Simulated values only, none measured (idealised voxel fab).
The process module presented herein is designated voxel ribs on slabs.
Displayed cross-section: cut, width of 225 nm, square cells sized 5 nm.
Cross-section layout: square cells on a grid; listed as bands, top to bottom; a band spans one or more cell rows.
Band: top and bottom heights (nm) first, top before bottom; then materials from left to right, widths in nm. "throughout" marks a sole material filling the band edge to edge. "blank" denotes empty space.
Height is counted from the level 0, under which the received wafer is composed throughout of one material. The lowest of the bands is not closed at the bottom but continues downward, in the notation "0 down".
Graded width ("30..40"): value in top row of band = first number; value in bottom row = second number; row-to-row change constant.
It should be understood that the words "nothing was modified", when stated for a given step, signify that the cross-section underwent no change in any of its cells during that step.
"Unvented cavities" specifies each empty space that is not open to the top and that occupies no fewer than 8 cells, using the form width x height at distance, the distance measured from the left edge and all three quantities in nm.
If you see something after the settings on a step's line, that's the simulator's own remark about that step.
Each step line may optionally specify "overlay nm", which for a step with a mask gives the rightward distance between the mask's planned place and where it lay, a negative value indicating the leftward direction.

**The planned process steps are enumerated hereunder**
step 1: RECEIVE | material Si
step 2: DIRECTIONAL_DEP | material SiO2 | thk nm 25
step 3: DIRECTIONAL_DEP | material SiN | thk nm 20
step 4: MASKED_ETCH | tone cover | mask id RIB | width nm 30 | etch materials SiN | depth nm 10 | overlay nm 0
step 5: PATTERN | tone cover | mask id SLAB | material resist | width nm 80 | thk nm 20 | overlay nm 0
step 6: DIRECTIONAL_ETCH | etch materials SiN | depth nm 10
step 7: STRIP | etch materials resist
step 8: FILL_DEP | material SiO2 | thk nm 20
step 9: CMP | height nm 60
step 10: DIRECTIONAL_DEP | material W | thk nm 10
step 11: DIRECTIONAL_DEP | material aC | thk nm 15
step 12: PATTERN | tone cover | mask id HEATER | material resist | width nm 40 | thk nm 30 | overlay nm 0
step 13: DIRECTIONAL_ETCH | etch materials aC | depth nm 15
step 14: STRIP | etch materials resist
step 15: DIRECTIONAL_ETCH | etch materials W | depth nm 10
step 16: STRIP | etch materials aC
step 17: CONFORMAL_DEP | material SiN | thk nm 5

**What follows covers the first of two wafers; it ran as planned**

**Cross-section of the wafer upon arrival, representing the state reached after step 1**
	0 down | Si throughout
	Unvented cavities: none

**Step 2 done - wafer cross-section**
	25 to 0 | SiO2 throughout
	Lower than 0, everything is as it was.

**Step 3 done - wafer cross-section**
	45 to 25 | SiN throughout
	Lower than 25, everything is as it was.

**Step 4 done - wafer cross-section**
	45 to 35 | blank 95 nm / SiN 30 nm / blank 100 nm
	Lower than 35, everything is as it was.

**Step 5 done - wafer cross-section**
	65 to 45 | blank 70 nm / resist 80 nm / blank 75 nm
	45 to 35 | blank 70 nm / resist 25 nm / SiN 30 nm / resist 25 nm / blank 75 nm
	Lower than 35, everything is as it was.

**Step 6 done - wafer cross-section**
	65 to 45 | blank 70 nm / resist 80 nm / blank 75 nm
	45 to 35 | blank 70 nm / resist 25 nm / SiN 30 nm / resist 25 nm / blank 75 nm
	35 to 25 | blank 70 nm / SiN 80 nm / blank 75 nm
	Lower than 25, everything is as it was.

**Step 7 done - wafer cross-section**
	45 to 35 | blank 95 nm / SiN 30 nm / blank 100 nm
	Lower than 35, everything is as it was.

**Step 8 done - wafer cross-section**
	65 to 45 | SiO2 throughout
	45 to 35 | SiO2 95 nm / SiN 30 nm / SiO2 100 nm
	35 to 25 | SiO2 70 nm / SiN 80 nm / SiO2 75 nm
	Lower than 25, everything is as it was.

**Step 9 done - wafer cross-section**
	60 to 45 | SiO2 throughout
	Lower than 45, everything is as it was.

**Step 10 done - wafer cross-section**
	70 to 60 | W throughout
	Lower than 60, everything is as it was.

**Step 11 done - wafer cross-section**
	85 to 70 | aC throughout
	Lower than 70, everything is as it was.

**Step 12 done - wafer cross-section**
	115 to 85 | blank 90 nm / resist 40 nm / blank 95 nm
	Lower than 85, everything is as it was.

**Step 13 done - wafer cross-section**
	100 to 85 | blank 90 nm / resist 40 nm / blank 95 nm
	85 to 70 | blank 90 nm / aC 40 nm / blank 95 nm
	Lower than 70, everything is as it was.

**Step 14 done - wafer cross-section**
	85 to 70 | blank 90 nm / aC 40 nm / blank 95 nm
	Lower than 70, everything is as it was.

**Step 15 done - wafer cross-section**
	85 to 70 | blank 90 nm / aC 40 nm / blank 95 nm
	70 to 60 | blank 90 nm / W 40 nm / blank 95 nm
	Lower than 60, everything is as it was.

**Step 16 done - wafer cross-section**
	70 to 60 | blank 90 nm / W 40 nm / blank 95 nm
	Lower than 60, everything is as it was.

**Step 17 done - wafer cross-section**
	75 to 70 | blank 85 nm / SiN 50 nm / blank 90 nm
	70 to 65 | blank 85 nm / SiN 5 nm / W 40 nm / SiN 5 nm / blank 90 nm
	65 to 60 | SiN 90 nm / W 40 nm / SiN 95 nm
	Lower than 60, everything is as it was.

**Now the other wafer: same start, same recipe, but we messed up one thing when running it. Up to and including step 1 it's the same as the first one**

**What the second wafer looks like in cross-section when step 2 should have wrapped up**
	25 to 0 | W throughout
	Lower than 0, everything is as it was.

**What the second wafer looks like in cross-section when step 3 should have wrapped up**
	45 to 25 | SiN throughout
	Lower than 25, everything is as it was.

**What the second wafer looks like in cross-section when step 4 should have wrapped up**
	45 to 35 | blank 95 nm / SiN 30 nm / blank 100 nm
	Lower than 35, everything is as it was.

**What the second wafer looks like in cross-section when step 5 should have wrapped up**
	65 to 45 | blank 70 nm / resist 80 nm / blank 75 nm
	45 to 35 | blank 70 nm / resist 25 nm / SiN 30 nm / resist 25 nm / blank 75 nm
	Lower than 35, everything is as it was.

**What the second wafer looks like in cross-section when step 6 should have wrapped up**
	65 to 45 | blank 70 nm / resist 80 nm / blank 75 nm
	45 to 35 | blank 70 nm / resist 25 nm / SiN 30 nm / resist 25 nm / blank 75 nm
	35 to 25 | blank 70 nm / SiN 80 nm / blank 75 nm
	Lower than 25, everything is as it was.

**What the second wafer looks like in cross-section when step 7 should have wrapped up**
	45 to 35 | blank 95 nm / SiN 30 nm / blank 100 nm
	Lower than 35, everything is as it was.

**What the second wafer looks like in cross-section when step 8 should have wrapped up**
	65 to 45 | SiO2 throughout
	45 to 35 | SiO2 95 nm / SiN 30 nm / SiO2 100 nm
	35 to 25 | SiO2 70 nm / SiN 80 nm / SiO2 75 nm
	Lower than 25, everything is as it was.

**What the second wafer looks like in cross-section when step 9 should have wrapped up**
	60 to 45 | SiO2 throughout
	Lower than 45, everything is as it was.

**What the second wafer looks like in cross-section when step 10 should have wrapped up**
	70 to 60 | W throughout
	Lower than 60, everything is as it was.

**What the second wafer looks like in cross-section when step 11 should have wrapped up**
	85 to 70 | aC throughout
	Lower than 70, everything is as it was.

**What the second wafer looks like in cross-section when step 12 should have wrapped up**
	115 to 85 | blank 90 nm / resist 40 nm / blank 95 nm
	Lower than 85, everything is as it was.

**What the second wafer looks like in cross-section when step 13 should have wrapped up**
	100 to 85 | blank 90 nm / resist 40 nm / blank 95 nm
	85 to 70 | blank 90 nm / aC 40 nm / blank 95 nm
	Lower than 70, everything is as it was.

**What the second wafer looks like in cross-section when step 14 should have wrapped up**
	85 to 70 | blank 90 nm / aC 40 nm / blank 95 nm
	Lower than 70, everything is as it was.

**What the second wafer looks like in cross-section when step 15 should have wrapped up**
	85 to 70 | blank 90 nm / aC 40 nm / blank 95 nm
	70 to 60 | blank 90 nm / W 40 nm / blank 95 nm
	Lower than 60, everything is as it was.

**What the second wafer looks like in cross-section when step 16 should have wrapped up**
	70 to 60 | blank 90 nm / W 40 nm / blank 95 nm
	Lower than 60, everything is as it was.

**What the second wafer looks like in cross-section when step 17 should have wrapped up**
	75 to 70 | blank 85 nm / SiN 50 nm / blank 90 nm
	70 to 65 | blank 85 nm / SiN 5 nm / W 40 nm / SiN 5 nm / blank 90 nm
	65 to 60 | SiN 90 nm / W 40 nm / SiN 95 nm
	Lower than 60, everything is as it was.
Against the plan, the run slipped here: step 2 was processed under conditions differing from the plan, specifically as DIRECTIONAL_DEP | material W | thk nm 25
Wrapping up, a cell-based count of both wafers puts the second over or under the first for these materials: 225 fewer of SiO2 | 225 more of W
